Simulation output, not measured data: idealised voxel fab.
Process module in this document: voxel released beams
In the cross-section labelled cut, the width is 300 nm and each square cell is 5 nm.
Notation: cross-section as square-cell grid; stated in bands, top first, going down; one or more cell rows per band. Band: top height; bottom height; in nm. Then, left to right: material with width in nm, for each material. "throughout": a single material spanning edge to edge. "empty": empty space. Beneath 0, the wafer as received is one material, and that level is where height counting begins. The lowest band goes on downward without a bottom; it is written like "0 and below". A width such as "30 to 40" changes by the same amount from each row of cells to the next, from the band's top row to its bottom row. Given "remains unaltered" for a step, no cell of the cross-section differs between before and after that step. The label "Sealed void inventory" introduces a list of the empty spaces, 8 cells or larger, that have no open way up to the top; each entry in it reads width x height at distance, where the distance is taken from the left edge and all three are stated in nm. after a step's settings: what the simulator itself notes on the step. If you see "overlay nm" on a step's line and that step has a mask, it's telling you how far right of where it was planned the mask ended up; a negative number means it went left instead.
This section lists the process steps that were planned
1,RECEIVE,material Si
2,CONFORMAL_DEP,material Al2O3,thk nm 10
3,DIRECTIONAL_DEP,material SiO2,thk nm 10
4,DIRECTIONAL_DEP,material aC,thk nm 10
5,PATTERN,tone open,mask id ANCHOR,material resist,width nm 40,thk nm 25,overlay nm 0
6,DIRECTIONAL_ETCH,etch materials aC,depth nm 10
7,STRIP,etch materials resist
8,DIRECTIONAL_ETCH,etch materials SiO2,depth nm 5
9,STRIP,etch materials aC
10,CONFORMAL_DEP,material SiN,thk nm 15
11,DIRECTIONAL_DEP,material aC,thk nm 15
12,PATTERN,tone cover,mask id BEAM,material resist,width nm 100,thk nm 30,overlay nm 0
13,DIRECTIONAL_ETCH,etch materials aC,depth nm 15
14,STRIP,etch materials resist
15,DIRECTIONAL_ETCH,etch materials SiN,depth nm 15
16,STRIP,etch materials aC
17,STRIP,etch materials SiO2
Heads up: all these wafers start the same, and what changes between them is the depth nm in step 8. The value you see in the plan is just what the first wafer got.
Cross-section: the first of several wafers in its as-received state, i.e. following step 1
- 0 and below: Si throughout
- Sealed void inventory: none
So in this table every wafer gets its own row, and what you see is where it stands at the end of the module: for each material, how many cells it picked up (+) or gave up (-) since we received it, and after that its closed voids
depth nm 5, +120 Al2O3, Sealed void inventory: none
depth nm 10, +120 Al2O3, +72 SiN, Sealed void inventory: none
depth nm 15, +120 Al2O3, +72 SiN, Sealed void inventory: none
depth nm 20, +120 Al2O3, +72 SiN, Sealed void inventory: none
depth nm 25, +120 Al2O3, +72 SiN, Sealed void inventory: none
